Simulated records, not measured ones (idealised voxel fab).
process module | voxel self aligned vias
cross-section cut | 185 nm wide | cells 5 nm
A cross-section is a grid of square cells, given in bands from the top down. A band is one or more rows of cells.
Each band's line starts with the height of the band's top and of its bottom, in nm. Then come its materials from left to right, each with its width in nm. One material with "throughout" fills the band from edge to edge. "air" is empty space.
Height 0 is the level under which the wafer as received is all one material. The lowest band goes on downwards, as in "0 down".
A width such as "30 to 40" changes by the same amount from each row of cells to the next, from the band's top row to its bottom row.
"no change" after a step means that no cell of the cross-section changed.
closed voids: empty space of 8 cells or more with no open way to the top, each as width x height at its distance from the left edge, in nm
after a step's settings: what the simulator itself notes on the step
overlay nm, on a step with a mask: how far to the right of its planned place the mask lay; to the left if negative
plan
1 op RECEIVE | material Si
2 op CONFORMAL_DEP | material SiO2 | thk nm 15
3 op CONFORMAL_DEP | material SiCN | thk nm 5
4 op DIRECTIONAL_DEP | material SiO2 | thk nm 20
5 op DIRECTIONAL_DEP | material aC | thk nm 15
6 op PATTERN | tone open | mask id LINES | material resist | width nm 20 | pitch nm 70 | thk nm 35 | overlay nm 0
7 op DIRECTIONAL_ETCH | etch materials aC | depth nm 15
8 op STRIP | etch materials resist
9 op DIRECTIONAL_ETCH | etch materials SiO2 | depth nm 20
10 op STRIP | etch materials aC
11 op CONFORMAL_DEP | material TiN | thk nm 5
12 op FILL_DEP | material W | thk nm 5
13 op CMP | height nm 40
14 op SELECTIVE_ETCH | etch materials W Ru TiN | depth nm 5
15 op FILL_DEP | material SiN | thk nm 5
16 op CMP | height nm 40
17 op DIRECTIONAL_DEP | material SiO2 | thk nm 20
18 op DIRECTIONAL_DEP | material aC | thk nm 15
19 op PATTERN | tone open | mask id VIAS | material resist | width nm 40 | thk nm 30 | overlay nm -15
20 op DIRECTIONAL_ETCH | etch materials aC | depth nm 15
21 op STRIP | etch materials resist
22 op DIRECTIONAL_ETCH | etch materials SiO2 | depth nm 20
23 op DIRECTIONAL_ETCH | etch materials SiN | depth nm 5
24 op STRIP | etch materials aC
25 op CONFORMAL_DEP | material TiN | thk nm 5
26 op FILL_DEP | material Cu | thk nm 5
27 op CMP | height nm 60
28 op CONFORMAL_DEP | material SiCN | thk nm 5
varied across the wafers: overlay nm of step 19. The plan shows the first wafer's value. All wafers start alike
first wafer as received, after step 1
  0 down: Si throughout
  closed voids: none
each wafer at the end: cells of each material gained (+) or lost (-) since it was received, then its closed voids
overlay nm -15 | +19 Cu | +74 SiCN | +5 SiN | +343 SiO2 | +32 TiN | +8 W | closed voids: none
overlay nm -10 | +20 Cu | +74 SiCN | +4 SiN | +343 SiO2 | +32 TiN | +8 W | closed voids: none
overlay nm -5 | +20 Cu | +74 SiCN | +4 SiN | +343 SiO2 | +32 TiN | +8 W | closed voids: none
overlay nm 0 | +20 Cu | +74 SiCN | +4 SiN | +343 SiO2 | +32 TiN | +8 W | closed voids: none
overlay nm 5 | +20 Cu | +74 SiCN | +4 SiN | +343 SiO2 | +32 TiN | +8 W | closed voids: none
overlay nm 10 | +20 Cu | +74 SiCN | +4 SiN | +343 SiO2 | +32 TiN | +8 W | closed voids: none
overlay nm 15 | +19 Cu | +74 SiCN | +5 SiN | +343 SiO2 | +32 TiN | +8 W | closed voids: none
